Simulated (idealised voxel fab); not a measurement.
The following process module bears the name voxel plated lines.
The figure presents cross-section cut, which has a width of 210 nm and is divided into square cells with an edge length of 5 nm.
We lay out every cross-section as a grid of square cells and spell it out in bands from the top down, where one band means one or more rows of cells. First you get the band's top height and its bottom height, in nm, and then the materials it's made of, left to right, with each width in nm. If you see a single material with "everywhere", that one covers the band edge to edge. "empty" is empty space. Height is counted from the level 0, under which the received wafer is composed throughout of one material. The lowest of the bands is not closed at the bottom but continues downward, in the notation "0 nm and below". Quick explanation for "30..40": the width changes in equal steps down the rows of cells, from the first number in the band's top row to the second number in its bottom row. "left unchanged", as given for a step, is the statement that not any cell of the cross-section underwent a change during that step. Closed voids list: empty space of 8 cells or more with no open way to the top, each as width x height at its distance from the left edge, in nm. What comes after the settings on a step's line is commentary from the simulator itself on that step. If you see "overlay nm" on a step's line and that step has a mask, it's telling you how far right of where it was planned the mask ended up; a negative number means it went left instead.

# List of planned process steps
1. RECEIVE (material Si)
2. CONFORMAL_DEP (material SiN; thk nm 10)
3. DIRECTIONAL_DEP (material TiN; thk nm 5)
4. PATTERN (tone open; mask id LINES; material resist; width nm 20; pitch nm 45; thk nm 30; overlay nm 0)
5. EPI (material Ru; thk nm 10)
6. EPI (material Ru; thk nm 10)
7. STRIP (etch materials resist)
8. DIRECTIONAL_ETCH (etch materials TiN; depth nm 5)
9. CONFORMAL_DEP (material SiCN; thk nm 5)

# Here's what the wafer looked like in cross-section when it arrived - that's after step 1
	0 nm and below = Si everywhere
	Closed voids list: none

# Cross-section, first of two wafers, end of module, run as planned
	40 nm to 35 nm = empty: 20, then SiCN: 30, then empty: 15, then SiCN: 30, then empty: 15, then SiCN: 30, then empty: 15, then SiCN: 30, then empty: 25
	35 nm to 15 nm = empty: 20, then SiCN: 5, then Ru: 20, then SiCN: 5, then empty: 15, then SiCN: 5, then Ru: 20, then SiCN: 5, then empty: 15, then SiCN: 5, then Ru: 20, then SiCN: 5, then empty: 15, then SiCN: 5, then Ru: 20, then SiCN: 5, then empty: 25
	15 nm to 10 nm = SiCN: 25, then TiN: 20, then SiCN: 25, then TiN: 20, then SiCN: 25, then TiN: 20, then SiCN: 25, then TiN: 20, then SiCN: 30
	10 nm to 0 nm = SiN everywhere
	0 nm and below = Si everywhere
	Closed voids list: none

# Wafer two, sectioned after the module: the first wafer's start, the first wafer's plan, and one mistake in how it was run
	40 nm to 35 nm = empty: 25, then SiCN: 30, then empty: 15, then SiCN: 30, then empty: 15, then SiCN: 30, then empty: 15, then SiCN: 30, then empty: 20
	35 nm to 15 nm = empty: 25, then SiCN: 5, then Ru: 20, then SiCN: 5, then empty: 15, then SiCN: 5, then Ru: 20, then SiCN: 5, then empty: 15, then SiCN: 5, then Ru: 20, then SiCN: 5, then empty: 15, then SiCN: 5, then Ru: 20, then SiCN: 5, then empty: 20
	15 nm to 10 nm = SiCN: 30, then TiN: 20, then SiCN: 25, then TiN: 20, then SiCN: 25, then TiN: 20, then SiCN: 25, then TiN: 20, then SiCN: 25
	10 nm to 0 nm = SiN everywhere
	0 nm and below = Si everywhere
	Closed voids list: none
What went wrong in running the wafer? off-plan run, step 4, actual operation and settings PATTERN (tone open; mask id LINES; material resist; width nm 20; pitch nm 45; thk nm 30; overlay nm 5)
At the end, the second wafer has the same number of cells of each material as the first, but those cells sit in other places.
